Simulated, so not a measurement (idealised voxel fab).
The name of this process module is voxel self aligned contacts.
The cross-section shown here is cut; it is 225 nm wide and divided into square cells measuring 5 nm on a side.
Throughout this document, each cross-section is represented as a grid of square cells and is presented as a sequence of bands enumerated from the top downward, where a band comprises one or more rows of cells.
Band: top height; bottom height; in nm. Then, left to right: material with width in nm, for each material. "full width": a single material spanning edge to edge. "empty": empty space.
Measure heights from 0. That's the level where, below it, the as-received wafer is all one material. The lowest band is bottomless and extends downward; write it as in "0 -> down".
A width given as "30->40" starts at the first number in the band's top row and ends at the second number in its bottom row, shifting by an equal amount at every step from row to row.
For the purposes of this document, the phrase "nothing different" attached to a step denotes that no cell within the cross-section was modified by that step.
"Fully closed voids" enumerates empty spaces isolated from the top, with no open way to it, that contain at least 8 cells, giving each as width x height at distance from the left edge, all three in nm.
Step line, after settings: the simulator's comment on this step.
When a step includes a mask, the "overlay nm" setting on its line states how far to the right of its planned place that mask lay, and negative values state how far to the left.
The process steps that were planned are listed below:
1,op RECEIVE | material Si
2,op OXIDIZE | depth nm 5
3,op DIRECTIONAL_DEP | material polySi | thk nm 30
4,op DIRECTIONAL_DEP | material SiN | thk nm 20
5,op PATTERN | tone cover | mask id GATE | material resist | width nm 35 | pitch nm 70 | thk nm 20 | overlay nm 0
6,op DIRECTIONAL_ETCH | etch materials SiN | depth nm 20
7,op DIRECTIONAL_ETCH | etch materials polySi | depth nm 30
8,op STRIP | etch materials resist
9,op CONFORMAL_DEP | material SiN | thk nm 5
10,op DIRECTIONAL_ETCH | etch materials SiN | depth nm 5
11,op FILL_DEP | material SiO2 | thk nm 20
12,op CMP | height nm 60
13,op DIRECTIONAL_DEP | material aC | thk nm 10
14,op PATTERN | tone open | mask id CONTACT | material resist | width nm 55 | pitch nm 70 | thk nm 25 | overlay nm 0
15,op DIRECTIONAL_ETCH | etch materials aC | depth nm 10
16,op STRIP | etch materials resist
17,op DIRECTIONAL_ETCH | etch materials SiO2 | depth nm 65
18,op STRIP | etch materials aC
19,op CONFORMAL_DEP | material TiN | thk nm 5
20,op FILL_DEP | material W | thk nm 5
21,op CMP | height nm 60
22,op CONFORMAL_DEP | material SiN | thk nm 5
So this is the incoming wafer in cross-section - it's already been through step 1:
  0 -> down | Si full width
  Fully closed voids: none
End-of-module XS, first of two wafers, run as planned:
  65 -> 60 | SiN full width
  60 -> 50 | SiO2 50 nm; TiN 5->20 nm; W 45->15 nm; TiN 5->20 nm; SiO2 15 nm; TiN 5->20 nm; W 45->15 nm; TiN 5->20 nm; SiO2 50 nm
  50 -> 30 | SiO2 20 nm; SiN 45 nm; TiN 5 nm; W 15 nm; TiN 5 nm; SiN 45 nm; TiN 5 nm; W 15 nm; TiN 5 nm; SiN 45 nm; SiO2 20 nm
  30 -> 0 | SiO2 20 nm; SiN 5 nm; polySi 35 nm; SiN 5 nm; TiN 5 nm; W 15 nm; TiN 5 nm; SiN 5 nm; polySi 35 nm; SiN 5 nm; TiN 5 nm; W 15 nm; TiN 5 nm; SiN 5 nm; polySi 35 nm; SiN 5 nm; SiO2 20 nm
  0 -> -5 | SiO2 65 nm; TiN 25 nm; SiO2 45 nm; TiN 25 nm; SiO2 65 nm
  -5 -> down | Si full width
  Fully closed voids: none
Wafer two cross-section, module end. Start and plan unchanged from wafer one; one mistake made during the run:
  65 -> 60 | SiN full width
  60 -> 50 | SiO2 55 nm; TiN 5->15 nm; W 35->15 nm; TiN 5->15 nm; SiO2 25 nm; TiN 5->15 nm; W 35->15 nm; TiN 5->15 nm; SiO2 55 nm
  50 -> 30 | SiO2 20 nm; SiN 45 nm; TiN 5 nm; W 15 nm; TiN 5 nm; SiN 45 nm; TiN 5 nm; W 15 nm; TiN 5 nm; SiN 45 nm; SiO2 20 nm
  30 -> 0 | SiO2 20 nm; SiN 5 nm; polySi 35 nm; SiN 5 nm; TiN 5 nm; W 15 nm; TiN 5 nm; SiN 5 nm; polySi 35 nm; SiN 5 nm; TiN 5 nm; W 15 nm; TiN 5 nm; SiN 5 nm; polySi 35 nm; SiN 5 nm; SiO2 20 nm
  0 -> -5 | SiO2 65 nm; TiN 25 nm; SiO2 45 nm; TiN 25 nm; SiO2 65 nm
  -5 -> down | Si full width
  Fully closed voids: none
Deviation from plan: step 14 did not use the planned setting and instead ran as op PATTERN | tone open | mask id CONTACT | material resist | width nm 45 | pitch nm 70 | thk nm 25 | overlay nm 0
Final difference in cells, second wafer against first, listed per material as more or fewer: +8 SiO2 | -4 TiN | -4 W
